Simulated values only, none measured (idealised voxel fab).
Presented below is a process module, voxel plated lines.
Square cell edge 5 nm, section width 260 nm, ID cut.
Reading order for cross-sections: top band down to bottom band. Underlying form: a grid of square cells. Band size: one or more rows of cells. What a band's entry tells you: where the top is and where the bottom is, as heights in nm, and after that what lies inside, material by material from left to right, each with its width in nm. Empty space is written as the word "empty", and a single material marked with the word "everywhere" occupies the band from edge to edge. It should be noted that heights are counted from 0, beneath which the wafer as supplied is of one material throughout, and that the lowest band possesses no lower boundary but continues downward, as written in "0 and below". When a width is written as two numbers, as in "30 to 40", the first number is the width in the top row of cells of the band and the second is the width in its bottom row, and the width changes by the same amount from each row to the next. "nothing different" (step): cross-section cells unchanged, all of them. "Listed closed voids": sealed empty spaces, 8 cells or more, no open way to top, listed width x height at distance, with distance from the left edge and width, height and distance in nm. Read whatever lies past the settings on a step's line as the simulator's own remark about the step. "overlay nm" on a masked step: distance the mask lay right of its planned place, negative for left.
# The steps planned for the process are as follows
1) RECEIVE, material Si
2) CONFORMAL_DEP, material Al2O3, thk nm 10
3) DIRECTIONAL_DEP, material TiN, thk nm 5
4) PATTERN, tone open, mask id LINES, material resist, width nm 20, pitch nm 40, thk nm 35, overlay nm 0
5) EPI, material Ru, thk nm 10
6) EPI, material Ru, thk nm 5
7) EPI, material Ru, thk nm 10
8) STRIP, etch materials resist
9) DIRECTIONAL_ETCH, etch materials TiN, depth nm 5
10) CONFORMAL_DEP, material SiO2, thk nm 10
# First out of two wafers; run went to plan
# Here's what the wafer looked like in cross-section when it arrived - that's after step 1
> 0 and below | Si everywhere
> Listed closed voids: none
# After step 2: wafer cross-section
> 10 down to 0 | Al2O3 everywhere
> below 0: unchanged
# After step 3: wafer cross-section
> 15 down to 10 | TiN everywhere
> below 10: unchanged
# After step 4: wafer cross-section
> 50 down to 15 | resist 60; empty 20; resist 20; empty 20; resist 20; empty 20; resist 20; empty 20; resist 60
> below 15: unchanged
# After step 5: wafer cross-section
> 50 down to 25 | resist 60; empty 20; resist 20; empty 20; resist 20; empty 20; resist 20; empty 20; resist 60
> 25 down to 15 | resist 60; Ru 20; resist 20; Ru 20; resist 20; Ru 20; resist 20; Ru 20; resist 60
> below 15: unchanged
# After step 6: wafer cross-section
> 50 down to 30 | resist 60; empty 20; resist 20; empty 20; resist 20; empty 20; resist 20; empty 20; resist 60
> 30 down to 15 | resist 60; Ru 20; resist 20; Ru 20; resist 20; Ru 20; resist 20; Ru 20; resist 60
> below 15: unchanged
# After step 7: wafer cross-section
> 50 down to 40 | resist 60; empty 20; resist 20; empty 20; resist 20; empty 20; resist 20; empty 20; resist 60
> 40 down to 15 | resist 60; Ru 20; resist 20; Ru 20; resist 20; Ru 20; resist 20; Ru 20; resist 60
> below 15: unchanged
# After step 8: wafer cross-section
> 40 down to 15 | empty 60; Ru 20; empty 20; Ru 20; empty 20; Ru 20; empty 20; Ru 20; empty 60
> below 15: unchanged
# After step 9: wafer cross-section
> 40 down to 15 | empty 60; Ru 20; empty 20; Ru 20; empty 20; Ru 20; empty 20; Ru 20; empty 60
> 15 down to 10 | empty 60; TiN 20; empty 20; TiN 20; empty 20; TiN 20; empty 20; TiN 20; empty 60
> below 10: unchanged
# After step 10: wafer cross-section
> 50 down to 40 | empty 50; SiO2 160; empty 50
> 40 down to 20 | empty 50; SiO2 10; Ru 20; SiO2 20; Ru 20; SiO2 20; Ru 20; SiO2 20; Ru 20; SiO2 10; empty 50
> 20 down to 15 | SiO2 60; Ru 20; SiO2 20; Ru 20; SiO2 20; Ru 20; SiO2 20; Ru 20; SiO2 60
> 15 down to 10 | SiO2 60; TiN 20; SiO2 20; TiN 20; SiO2 20; TiN 20; SiO2 20; TiN 20; SiO2 60
> below 10: unchanged
# The second wafer was prepared from the same starting point and under the same plan as the first; its processing contained one mistake, and it remains indistinguishable from the first wafer up to and including step 3
# Here is the second wafer in cross-section at the point where step 4 of the plan should have been done
> 50 down to 15 | empty 60; resist 20; empty 20; resist 20; empty 20; resist 20; empty 20; resist 20; empty 60
> below 15: unchanged
# Here is the second wafer in cross-section at the point where step 5 of the plan should have been done
> 50 down to 25 | empty 60; resist 20; empty 20; resist 20; empty 20; resist 20; empty 20; resist 20; empty 60
> 25 down to 15 | Ru 60; resist 20; Ru 20; resist 20; Ru 20; resist 20; Ru 20; resist 20; Ru 60
> below 15: unchanged
# Here is the second wafer in cross-section at the point where step 6 of the plan should have been done
> 50 down to 30 | empty 60; resist 20; empty 20; resist 20; empty 20; resist 20; empty 20; resist 20; empty 60
> 30 down to 15 | Ru 60; resist 20; Ru 20; resist 20; Ru 20; resist 20; Ru 20; resist 20; Ru 60
> below 15: unchanged
# Here is the second wafer in cross-section at the point where step 7 of the plan should have been done
> 50 down to 40 | empty 60; resist 20; empty 20; resist 20; empty 20; resist 20; empty 20; resist 20; empty 60
> 40 down to 15 | Ru 60; resist 20; Ru 20; resist 20; Ru 20; resist 20; Ru 20; resist 20; Ru 60
> below 15: unchanged
# Here is the second wafer in cross-section at the point where step 8 of the plan should have been done
> 40 down to 15 | Ru 60; empty 20; Ru 20; empty 20; Ru 20; empty 20; Ru 20; empty 20; Ru 60
> below 15: unchanged
# Here is the second wafer in cross-section at the point where step 9 of the plan should have been done
> 40 down to 15 | Ru 60; empty 20; Ru 20; empty 20; Ru 20; empty 20; Ru 20; empty 20; Ru 60
> 15 down to 10 | TiN 60; empty 20; TiN 20; empty 20; TiN 20; empty 20; TiN 20; empty 20; TiN 60
> below 10: unchanged
# Here is the second wafer in cross-section at the point where step 10 of the plan should have been done
> 50 down to 40 | SiO2 everywhere
> 40 down to 15 | Ru 60; SiO2 20; Ru 20; SiO2 20; Ru 20; SiO2 20; Ru 20; SiO2 20; Ru 60
> 15 down to 10 | TiN 60; SiO2 20; TiN 20; SiO2 20; TiN 20; SiO2 20; TiN 20; SiO2 20; TiN 60
> below 10: unchanged
Which mistake was made when the wafer was run? in deviation from the planned setting, step 4 was conducted as PATTERN, tone cover, mask id LINES, material resist, width nm 20, pitch nm 40, thk nm 35, overlay nm 0
It is noted that, at the conclusion of processing, the second wafer exhibits a higher or lower cell count for certain materials relative to the first: Ru: 100 more; TiN: 20 more
